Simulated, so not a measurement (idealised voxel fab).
process module | voxel transistor to metal
cross-section cut | 170 nm wide | cells 5 nm
A cross-section is a grid of square cells, given in bands from the top down. A band is one or more rows of cells.
Each band's line starts with the height of the band's top and of its bottom, in nm. Then come its materials from left to right, each with its width in nm. One material with "throughout" fills the band from edge to edge. "air" is empty space.
Height 0 is the level under which the wafer as received is all one material. The lowest band goes on downwards, as in "0 down".
A width such as "30 to 40" changes by the same amount from each row of cells to the next, from the band's top row to its bottom row.
"no change" after a step means that no cell of the cross-section changed.
closed voids: empty space of 8 cells or more with no open way to the top, each as width x height at its distance from the left edge, in nm
after a step's settings: what the simulator itself notes on the step
overlay nm, on a step with a mask: how far to the right of its planned place the mask lay; to the left if negative
plan
1 op RECEIVE | material Si
2 op OXIDIZE | depth nm 5
3 op CONFORMAL_DEP | material SiN | thk nm 10
4 op DIRECTIONAL_DEP | material aC | thk nm 10
5 op PATTERN | tone cover | mask id ACTIVE | material resist | width nm 105 | thk nm 25 | overlay nm 0
6 op DIRECTIONAL_ETCH | etch materials aC | depth nm 10
7 op STRIP | etch materials resist
8 op DIRECTIONAL_ETCH | etch materials SiN | depth nm 10
9 op DIRECTIONAL_ETCH | etch materials SiO2 | depth nm 5
10 op DIRECTIONAL_ETCH | etch materials Si | depth nm 20
11 op STRIP | etch materials aC
12 op FILL_DEP | material SiO2 | thk nm 10
13 op CMP | height nm 10
14 op SELECTIVE_ETCH | etch materials SiO2 | depth nm 10
15 op STRIP | etch materials SiN
16 op SELECTIVE_ETCH | etch materials SiO2 | depth nm 5
17 op OXIDIZE | depth nm 5
18 op DIRECTIONAL_DEP | material polySi | thk nm 25
19 op DIRECTIONAL_DEP | material SiCN | thk nm 10
20 op MASKED_ETCH | tone cover | mask id GATE | width nm 15 | etch materials SiCN | depth nm 20 | overlay nm 0
21 op MASKED_ETCH | tone cover | mask id GATE | width nm 15 | etch materials polySi | depth nm 35 | overlay nm 0
22 op CONFORMAL_DEP | material SiN | thk nm 10
23 op DIRECTIONAL_ETCH | etch materials SiN | depth nm 10
24 op DIRECTIONAL_ETCH | etch materials SiO2 | depth nm 5
25 op DIRECTIONAL_ETCH | etch materials Si | depth nm 10
26 op EPI | material pSi | thk nm 10
27 op FILL_DEP | material SiO2 | thk nm 5
28 op CMP | height nm 30
29 op DIRECTIONAL_DEP | material SiO2 | thk nm 10
30 op MASKED_ETCH | tone open | mask id CONTACT | width nm 30 | pitch nm 55 | etch materials SiO2 | depth nm 50 | overlay nm 0
31 op CONFORMAL_DEP | material TiN | thk nm 5
32 op FILL_DEP | material Ru | thk nm 5
33 op CMP | height nm 40
34 op DIRECTIONAL_DEP | material TiN | thk nm 5
35 op DIRECTIONAL_DEP | material W | thk nm 15
36 op MASKED_ETCH | tone cover | mask id METAL_1 | width nm 20 | pitch nm 65 | etch materials W | depth nm 15 | overlay nm 0
37 op MASKED_ETCH | tone cover | mask id METAL_1 | width nm 20 | pitch nm 65 | etch materials TiN | depth nm 5 | overlay nm 0
38 op FILL_DEP | material SiO2 | thk nm 10
39 op CMP | height nm 60
40 op CONFORMAL_DEP | material SiCN | thk nm 5
as received, after step 1
  0 down: Si throughout
  closed voids: none
first wafer at the end, as planned
  65 to 60: SiCN throughout
  60 to 45: SiO2 40 | W 20 | SiO2 45 | W 20 | SiO2 45
  45 to 40: SiO2 40 | TiN 20 | SiO2 45 | TiN 20 | SiO2 45
  40 to 30: SiO2 40 | TiN 5 | Ru 20 to 15 | TiN 5 to 10 | SiO2 25 | TiN 5 to 10 | Ru 20 to 15 | TiN 5 | SiO2 45
  30 to 20: SiO2 40 | TiN 5 | Ru 15 | TiN 5 | SiN 10 | SiCN 15 | SiN 10 | TiN 5 | Ru 15 | TiN 5 | SiO2 45
  20 to 5: SiO2 40 | TiN 5 | Ru 15 | TiN 5 | SiN 10 | polySi 15 | SiN 10 | TiN 5 | Ru 15 | TiN 5 | SiO2 45
  5 to 0: SiO2 40 | TiN 5 | Ru 5 | TiN 15 | SiN 10 | polySi 15 | SiN 10 | TiN 15 | Ru 5 | TiN 5 | SiO2 45
  0 to -5: SiO2 40 | TiN 5 | Ru 5 | TiN 5 | pSi 10 | SiN 10 | polySi 15 | SiN 10 | pSi 10 | TiN 5 | Ru 5 | TiN 5 | SiO2 45
  -5 to -10: SiO2 40 | TiN 15 | pSi 10 | SiO2 35 | pSi 10 | TiN 15 | SiO2 45
  -10 to -20: SiO2 30 | pSi 35 | Si 35 | pSi 35 | SiO2 35
  -20 to -25: SiO2 30 | Si 105 | SiO2 35
  -25 down: Si throughout
  closed voids: none
second wafer at the end: like start, like plan, one mistake
  65 to 60: SiCN throughout
  60 to 45: SiO2 40 | W 20 | SiO2 45 | W 20 | SiO2 45
  45 to 40: SiO2 40 | TiN 20 | SiO2 45 | TiN 20 | SiO2 45
  40 to 30: SiO2 40 | TiN 5 | Ru 20 to 15 | TiN 5 to 10 | SiO2 25 | TiN 5 to 10 | Ru 20 to 15 | TiN 5 | SiO2 45
  30 to 20: SiO2 40 | TiN 5 | Ru 15 to 5 | TiN 5 to 15 | SiN 10 | SiCN 15 | SiN 10 | TiN 5 | Ru 15 | TiN 5 | SiO2 45
  20 to 5: SiO2 40 | TiN 5 | Ru 5 | TiN 5 | SiN 10 | polySi 25 | SiN 10 | TiN 5 | Ru 15 | TiN 5 | SiO2 45
  5 to 0: SiO2 40 | TiN 15 | SiN 10 | polySi 25 | SiN 10 | TiN 15 | Ru 5 | TiN 5 | SiO2 45
  0 to -5: SiO2 40 | TiN 5 | pSi 10 | SiN 10 | polySi 25 | SiN 10 | pSi 10 | TiN 5 | Ru 5 | TiN 5 | SiO2 45
  -5 to -10: SiO2 40 | TiN 5 | pSi 10 | SiO2 45 | pSi 10 | TiN 15 | SiO2 45
  -10 to -20: SiO2 30 | pSi 25 | Si 45 | pSi 35 | SiO2 35
  -20 to -25: SiO2 30 | Si 105 | SiO2 35
  -25 down: Si throughout
  closed voids: none
what went wrong: step 21 ran as: op MASKED_ETCH | tone cover | mask id GATE | width nm 15 | etch materials polySi | depth nm 35 | overlay nm -10
at the end the second wafer has, in cells: 10 fewer of Ru | 4 more of Si | 2 more of SiO2 | 2 fewer of TiN | 4 fewer of pSi | 10 more of polySi
